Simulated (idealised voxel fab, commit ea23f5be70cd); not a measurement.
voxel self aligned contacts: a process module
Section shown: cut. Width: 260 nm. Cell size: 5 nm, square.
In what follows, cross-sections appear as grids of square cells, described through bands that run from the top down, where every band is one or more rows of cells.
Top, bottom (nm), then materials left to right with widths (nm); lone material tagged "full width" fills the whole band edge to edge; "empty" = empty space.
Note: height 0 marks the level under which the wafer is uniformly one material as received. Lowest band unbounded below, written "0 -> down".
A two-number width, for instance "30..40", indicates that the width is equal to the first number in the top row of the band and to the second number in the bottom row, and that it changes by a constant amount per row of cells.
Take "remained the same" at face value: in the step it is given for, the cross-section changed in none of its cells.
The entry "Enclosed cavities" lists the empty spaces that cover at least 8 cells and have no open path to the top. Each is written as width x height at distance, where the distance is measured from the left edge and all three values are in nm.
Read whatever lies past the settings on a step's line as the simulator's own remark about the step.
overlay nm: for a step with a mask, the amount by which the mask lay right of where it was planned; a negative amount means left of it.
-- plan
| 1 | RECEIVE: material Si |
| 2 | OXIDIZE: depth nm 5 |
| 3 | DIRECTIONAL_DEP: material polySi, thk nm 30 |
| 4 | DIRECTIONAL_DEP: material SiN, thk nm 15 |
| 5 | MASKED_ETCH: tone cover, mask id GATE, width nm 25, pitch nm 60, etch materials SiN, depth nm 15, overlay nm 0 |
| 6 | MASKED_ETCH: tone cover, mask id GATE, width nm 25, pitch nm 60, etch materials polySi, depth nm 30, overlay nm 0 |
| 7 | CONFORMAL_DEP: material SiN, thk nm 5 |
| 8 | DIRECTIONAL_ETCH: etch materials SiN, depth nm 5 |
| 9 | FILL_DEP: material SiO2, thk nm 20 |
| 10 | CMP: height nm 55 |
| 11 | MASKED_ETCH: tone open, mask id CONTACT, width nm 45, etch materials SiO2, depth nm 60, overlay nm 0 |
| 12 | CONFORMAL_DEP: material TiN, thk nm 5 |
| 13 | FILL_DEP: material W, thk nm 10 |
| 14 | CMP: height nm 55 |
| 15 | CONFORMAL_DEP: material SiN, thk nm 5 |
-- Wafer cross-section on receipt, i.e. after step 1
> 0 -> down = Si full width
> Enclosed cavities: none
-- End-of-module XS, first of two wafers, run as planned
> 60 -> 55 = SiN full width
> 55 -> 45 = 105 nm SiO2; 5..15 nm TiN; 35..15 nm W; 5..15 nm TiN; 110 nm SiO2
> 45 -> 30 = 80 nm SiO2; 35 nm SiN; 5 nm TiN; 15 nm W; 5 nm TiN; 35 nm SiN; 85 nm SiO2
> 30 -> 0 = 80 nm SiO2; 5 nm SiN; 25 nm polySi; 5 nm SiN; 5 nm TiN; 15 nm W; 5 nm TiN; 5 nm SiN; 25 nm polySi; 5 nm SiN; 85 nm SiO2
> 0 -> -5 = 115 nm SiO2; 25 nm TiN; 120 nm SiO2
> -5 -> down = Si full width
> Enclosed cavities: none
-- Cross-section, second wafer: same start as the first, same plan as the first, one mistake in running it; taken at the end of the module
> 60 -> 55 = SiN full width
> 55 -> 45 = 105 nm SiO2; 5..15 nm TiN; 35..15 nm W; 5..15 nm TiN; 110 nm SiO2
> 45 -> 20 = 80 nm SiO2; 5 nm SiN; 25 nm polySi; 5 nm SiN; 5 nm TiN; 15 nm W; 5 nm TiN; 5 nm SiN; 25 nm polySi; 5 nm SiN; 85 nm SiO2
> 20 -> 15 = 80 nm SiO2; 5 nm SiN; 25 nm polySi; 5 nm SiN; 25 nm TiN; 5 nm SiN; 25 nm polySi; 5 nm SiN; 85 nm SiO2
> 15 -> 0 = polySi full width
> 0 -> -5 = SiO2 full width
> -5 -> down = Si full width
> Enclosed cavities: none
Deviation noted in wafer processing: rather than as planned, step 4 actually ran as DIRECTIONAL_DEP: material polySi, thk nm 15
Wrapping up, a cell-based count of both wafers puts the second over or under the first for these materials: SiN -42 | SiO2 -94 | TiN -8 | W -12 | polySi +156
